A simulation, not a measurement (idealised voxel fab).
process module | voxel transistor to metal
cross-section cut | 175 nm wide | cells 5 nm
A cross-section is a grid of square cells, given in bands from the top down. A band is one or more rows of cells.
Each band's line starts with the height of the band's top and of its bottom, in nm. Then come its materials from left to right, each with its width in nm. One material with "throughout" fills the band from edge to edge. "air" is empty space.
Height 0 is the level under which the wafer as received is all one material. The lowest band goes on downwards, as in "0 down".
A width such as "30 to 40" changes by the same amount from each row of cells to the next, from the band's top row to its bottom row.
"no change" after a step means that no cell of the cross-section changed.
closed voids: empty space of 8 cells or more with no open way to the top, each as width x height at its distance from the left edge, in nm
after a step's settings: what the simulator itself notes on the step
overlay nm, on a step with a mask: how far to the right of its planned place the mask lay; to the left if negative
plan
1 op RECEIVE | material Si
2 op CONFORMAL_DEP | material SiO2 | thk nm 5
3 op CONFORMAL_DEP | material SiN | thk nm 10
4 op DIRECTIONAL_DEP | material aC | thk nm 10
5 op PATTERN | tone cover | mask id ACTIVE | material resist | width nm 110 | thk nm 30 | overlay nm 0
6 op DIRECTIONAL_ETCH | etch materials aC | depth nm 10
7 op STRIP | etch materials resist
8 op DIRECTIONAL_ETCH | etch materials SiN | depth nm 10
9 op DIRECTIONAL_ETCH | etch materials SiO2 | depth nm 5
10 op DIRECTIONAL_ETCH | etch materials Si | depth nm 35
11 op STRIP | etch materials aC
12 op OXIDIZE | depth nm 5
13 op FILL_DEP | material SiO2 | thk nm 5
14 op CMP | height nm 15
15 op SELECTIVE_ETCH | etch materials SiO2 | depth nm 5
16 op STRIP | etch materials SiN
17 op SELECTIVE_ETCH | etch materials SiO2 | depth nm 5
18 op OXIDIZE | depth nm 5
19 op DIRECTIONAL_DEP | material polySi | thk nm 30
20 op DIRECTIONAL_DEP | material SiCN | thk nm 15
21 op DIRECTIONAL_DEP | material aC | thk nm 10
22 op PATTERN | tone cover | mask id GATE | material resist | width nm 20 | thk nm 25 | overlay nm 0
23 op DIRECTIONAL_ETCH | etch materials aC | depth nm 10
24 op STRIP | etch materials resist
25 op DIRECTIONAL_ETCH | etch materials SiCN | depth nm 25
26 op DIRECTIONAL_ETCH | etch materials polySi | depth nm 40
27 op STRIP | etch materials aC
28 op CONFORMAL_DEP | material SiO2 | thk nm 5
29 op DIRECTIONAL_ETCH | etch materials SiO2 | depth nm 5
30 op CONFORMAL_DEP | material SiN | thk nm 10
31 op DIRECTIONAL_ETCH | etch materials SiN | depth nm 10
32 op DIRECTIONAL_ETCH | etch materials SiO2 | depth nm 5
33 op DIRECTIONAL_ETCH | etch materials Si | depth nm 15
34 op EPI | material SiGe | thk nm 15
35 op FILL_DEP | material SiO2 | thk nm 10
36 op CMP | height nm 45
37 op DIRECTIONAL_DEP | material SiO2 | thk nm 10
38 op DIRECTIONAL_DEP | material aC | thk nm 15
39 op PATTERN | tone open | mask id CONTACT | material resist | width nm 30 | pitch nm 60 | thk nm 35 | overlay nm 0
40 op DIRECTIONAL_ETCH | etch materials aC | depth nm 15
41 op STRIP | etch materials resist
42 op DIRECTIONAL_ETCH | etch materials SiO2 | depth nm 45
43 op STRIP | etch materials aC
44 op CONFORMAL_DEP | material TiN | thk nm 5
45 op FILL_DEP | material W | thk nm 5
46 op CMP | height nm 55
47 op DIRECTIONAL_DEP | material TiN | thk nm 5
48 op DIRECTIONAL_DEP | material W | thk nm 25
49 op PATTERN | tone cover | mask id METAL_1 | material resist | width nm 20 | pitch nm 70 | thk nm 15 | overlay nm 0
50 op DIRECTIONAL_ETCH | etch materials W | depth nm 25
51 op DIRECTIONAL_ETCH | etch materials TiN | depth nm 5
52 op STRIP | etch materials resist
53 op CONFORMAL_DEP | material SiN | thk nm 5
54 op FILL_DEP | material lowk | thk nm 5
55 op CMP | height nm 85
56 op CONFORMAL_DEP | material SiCN | thk nm 5
57 op DIRECTIONAL_DEP | material lowk | thk nm 35
58 op MASKED_ETCH | tone open | mask id METAL_2 | width nm 20 | pitch nm 70 | etch materials lowk | depth nm 20 | overlay nm 0
59 op DIRECTIONAL_DEP | material aC | thk nm 15
60 op PATTERN | tone open | mask id METAL_2_HOLES | material resist | width nm 15 | pitch nm 70 | thk nm 35 | overlay nm 0
61 op DIRECTIONAL_ETCH | etch materials aC | depth nm 15
62 op STRIP | etch materials resist
63 op DIRECTIONAL_ETCH | etch materials lowk | depth nm 15
64 op DIRECTIONAL_ETCH | etch materials SiCN | depth nm 5
65 op STRIP | etch materials aC
66 op CONFORMAL_DEP | material TiN | thk nm 5
67 op FILL_DEP | material Ru | thk nm 5
68 op CMP | height nm 125
69 op CONFORMAL_DEP | material SiN | thk nm 5
as received, after step 1
  0 down: Si throughout
  closed voids: none
a wafer at the end: this start, this plan, one mistake
  130 to 125: SiN throughout
  125 to 110: lowk 40 | TiN 5 | Ru 10 | TiN 5 | lowk 50 | TiN 5 | Ru 10 | TiN 5 | lowk 45
  110 to 105: lowk 40 | TiN 5 | Ru 5 | TiN 10 | lowk 50 | TiN 5 | Ru 5 | TiN 10 | lowk 45
  105 to 90: lowk 40 | TiN 5 | Ru 5 | TiN 5 | lowk 55 | TiN 5 | Ru 5 | TiN 5 | lowk 50
  90 to 85: SiCN 40 | TiN 15 | SiCN 55 | TiN 15 | SiCN 50
  85 to 60: lowk 35 | SiN 5 | W 20 | SiN 5 | lowk 40 | SiN 5 | W 20 | SiN 5 | lowk 40
  60 to 55: SiN 40 | TiN 20 | SiN 50 | TiN 20 | SiN 45
  55 to 45: SiO2 40 | TiN 5 | W 20 to 10 | TiN 5 to 15 | SiO2 30 | TiN 5 to 15 | W 20 to 10 | TiN 5 | SiO2 45
  45 to 30: SiO2 40 | TiN 5 | W 10 | TiN 5 | SiN 10 | SiO2 5 | SiCN 20 | SiO2 5 | SiN 10 | TiN 5 | W 10 | TiN 5 | SiO2 45
  30 to 15: SiO2 40 | TiN 5 | W 10 | TiN 5 | SiN 10 | SiO2 5 | polySi 20 | SiO2 5 | SiN 10 | TiN 5 | W 10 | TiN 5 | SiO2 45
  15 to 10: SiO2 40 | TiN 20 | SiN 10 | SiO2 5 | polySi 20 | SiO2 5 | SiN 10 | TiN 20 | SiO2 45
  10 to 5: SiO2 35 | SiGe 25 | SiN 10 | SiO2 5 | polySi 20 | SiO2 5 | SiN 10 | SiGe 25 | SiO2 40
  5 to 0: SiO2 30 | SiN 10 | SiGe 20 | SiN 10 | SiO2 5 | polySi 20 | SiO2 5 | SiN 10 | SiGe 20 | SiN 10 | SiO2 35
  0 to -5: SiO2 40 | SiGe 20 | SiO2 50 | SiGe 20 | SiO2 45
  -5 to -20: SiO2 35 | Si 5 | SiGe 20 | Si 50 | SiGe 20 | Si 5 | SiO2 40
  -20 to -75: SiO2 35 | Si 100 | SiO2 40
  -75 down: Si throughout
  closed voids: none
what went wrong: step 10 was run twice
